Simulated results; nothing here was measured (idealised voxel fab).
Presented below is a process module, voxel lift off.
The width of the displayed cross-section, cut, is 285 nm; its cells are square, with a size of 5 nm.
Cross-section format: a grid of square cells, given as bands from top to bottom; each band is one or more rows of cells.
This entry defines a band. It first specifies the height of the band's top and the height of its bottom in nm, and then specifies the band's materials from left to right, stating each material with its width in nm. The word "edge to edge" identifies a single material that fills the band from edge to edge, while the word "air" identifies empty space.
For the purposes of this specification, 0 denotes the height below which the wafer in its as-received condition is composed wholly of one material, and the lowermost band, lacking a lower limit, extends downward without end, as expressed in "0 -> down".
Note: "30..40" means the width goes from the first number (top row of the band) to the second number (bottom row) in equal steps per row of cells.
Reading "remained unchanged" for a step: not a cell of the cross-section changed in it.
Entry "Sealed voids". Content: empty spaces with no open connection to the top, size 8 cells or greater. Each: width x height at distance. Distance: from left edge. Unit: nm.
It should be noted that, on the line of a given step, the content following the step's settings is a remark produced by the simulator itself with respect to that step.
The "overlay nm" setting may appear on a step's line; for a step that uses a mask, it gives how far to the right of its planned position the mask lay, and a negative value indicates the left.
Listed below are the process steps as planned:
- 1: RECEIVE,material Si
- 2: CONFORMAL_DEP,material Al2O3,thk nm 15
- 3: PATTERN,tone open,mask id LINES,material resist,width nm 20,pitch nm 40,thk nm 30,overlay nm -15
- 4: DIRECTIONAL_DEP,material Ru,thk nm 15
- 5: STRIP,etch materials resist
- 6: CONFORMAL_DEP,material SiO2,thk nm 5
Be aware that, although all wafers share a common starting state, the overlay nm at step 3 differs among them, and the plan displays the first wafer's value.
Received wafers, first of several: cross-section after step 1:
- 0 -> down | Si edge to edge
- Sealed voids: none
First of several wafers, sectioned at end of module (last step: step 6):
- 35 -> 30 | air 50, then SiO2 30, then air 10, then SiO2 30, then air 10, then SiO2 30, then air 10, then SiO2 30, then air 85
- 30 -> 20 | air 50, then SiO2 5, then Ru 20, then SiO2 5, then air 10, then SiO2 5, then Ru 20, then SiO2 5, then air 10, then SiO2 5, then Ru 20, then SiO2 5, then air 10, then SiO2 5, then Ru 20, then SiO2 5, then air 85
- 20 -> 15 | SiO2 55, then Ru 20, then SiO2 20, then Ru 20, then SiO2 20, then Ru 20, then SiO2 20, then Ru 20, then SiO2 90
- 15 -> 0 | Al2O3 edge to edge
- 0 -> down | Si edge to edge
- Sealed voids: none
last wafer at the end:
- 35 -> 30 | air 80, then SiO2 30, then air 10, then SiO2 30, then air 10, then SiO2 30, then air 10, then SiO2 30, then air 55
- 30 -> 20 | air 80, then SiO2 5, then Ru 20, then SiO2 5, then air 10, then SiO2 5, then Ru 20, then SiO2 5, then air 10, then SiO2 5, then Ru 20, then SiO2 5, then air 10, then SiO2 5, then Ru 20, then SiO2 5, then air 55
- 20 -> 15 | SiO2 85, then Ru 20, then SiO2 20, then Ru 20, then SiO2 20, then Ru 20, then SiO2 20, then Ru 20, then SiO2 60
- 15 -> 0 | Al2O3 edge to edge
- 0 -> down | Si edge to edge
- Sealed voids: none
Here is how to read the rows: every wafer has a row, and it shows the wafer at the end of the module, giving for each material how many cells were gained (+) or lost (-) since the wafer was received, then listing its closed voids:
overlay nm -15; +171 Al2O3; +48 Ru; +81 SiO2; Sealed voids: none
overlay nm -10; +171 Al2O3; +48 Ru; +81 SiO2; Sealed voids: none
overlay nm -5; +171 Al2O3; +48 Ru; +81 SiO2; Sealed voids: none
overlay nm 0; +171 Al2O3; +48 Ru; +81 SiO2; Sealed voids: none
overlay nm 5; +171 Al2O3; +48 Ru; +81 SiO2; Sealed voids: none
overlay nm 10; +171 Al2O3; +48 Ru; +81 SiO2; Sealed voids: none
overlay nm 15; +171 Al2O3; +48 Ru; +81 SiO2; Sealed voids: none
